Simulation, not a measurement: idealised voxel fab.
The following process module bears the name voxel ribs on slabs.
In the cross-section labelled cut, the width is 190 nm and each square cell is 5 nm.
In this document a cross-section is written as a grid of square cells. It is given as a series of bands, listed from the top down, and a band is one or more rows of cells.
Heights first: top, then bottom, in nm. Then materials, left to right, each with a width in nm. "edge to edge" on a single material: fills the band edge to edge. "blank": empty space.
A quick word on heights: they are counted from 0, and under that level the wafer as it came to us is one material throughout. The lowest band is different from the rest in having no bottom; it simply continues downward, written as in "z 0 and below".
Width spec "30..40" -> top row of cells at first value, bottom row at second value, equal per-row change in between.
"identical to before" for a step: no cell of the cross-section changed in that step.
What "Closed void roster" gives you is every empty space of 8 cells or more that is cut off from the top. Each appears as width x height at distance, with the distance taken from the left edge and width, height and distance all in nm.
The remark found on a step's line after its settings is issued by the simulator itself and pertains to that step.
Regarding "overlay nm": on a step with a mask, it is the distance the mask lay to the right of its planned place; a negative value places it to the left.

# Process steps foreseen in the plan
step 1: RECEIVE [material Si]
step 2: DIRECTIONAL_DEP [material SiO2] [thk nm 20]
step 3: DIRECTIONAL_DEP [material SiN] [thk nm 20]
step 4: DIRECTIONAL_DEP [material aC] [thk nm 15]
step 5: PATTERN [tone cover] [mask id RIB] [material resist] [width nm 20] [thk nm 30] [overlay nm 0]
step 6: DIRECTIONAL_ETCH [etch materials aC] [depth nm 5]
step 7: STRIP [etch materials resist]
step 8: DIRECTIONAL_ETCH [etch materials SiN] [depth nm 10]
step 9: STRIP [etch materials aC]
step 10: PATTERN [tone cover] [mask id SLAB] [material resist] [width nm 70] [thk nm 15] [overlay nm 0]
step 11: DIRECTIONAL_ETCH [etch materials SiN] [depth nm 10]
step 12: STRIP [etch materials resist]
step 13: FILL_DEP [material SiO2] [thk nm 30]
step 14: CMP [height nm 60]
step 15: DIRECTIONAL_DEP [material W] [thk nm 5]
step 16: DIRECTIONAL_DEP [material aC] [thk nm 15]
step 17: PATTERN [tone cover] [mask id HEATER] [material resist] [width nm 30] [thk nm 30] [overlay nm 0]
step 18: DIRECTIONAL_ETCH [etch materials aC] [depth nm 15]
step 19: STRIP [etch materials resist]
step 20: DIRECTIONAL_ETCH [etch materials W] [depth nm 5]
step 21: STRIP [etch materials aC]
step 22: CONFORMAL_DEP [material SiN] [thk nm 5]
All wafers enter the flow in the same state. The depth nm at step 6 differs from wafer to wafer, and the plan gives the value for the first wafer.

# Cross-section of the first of several wafers as received (after step 1)
- z 0 and below: Si edge to edge
- Closed void roster: none

# So in this table every wafer gets its own row, and what you see is where it stands at the end of the module: for each material, how many cells it picked up (+) or gave up (-) since we received it, and after that its closed voids
depth nm 5 | +144 SiN | +352 SiO2 | +6 W | Closed void roster: none
depth nm 10 | +144 SiN | +352 SiO2 | +6 W | Closed void roster: none
depth nm 15 | +76 SiN | +420 SiO2 | +6 W | Closed void roster: none
depth nm 20 | +76 SiN | +420 SiO2 | +6 W | Closed void roster: none
depth nm 25 | +76 SiN | +420 SiO2 | +6 W | Closed void roster: none
depth nm 30 | +76 SiN | +420 SiO2 | +6 W | Closed void roster: none
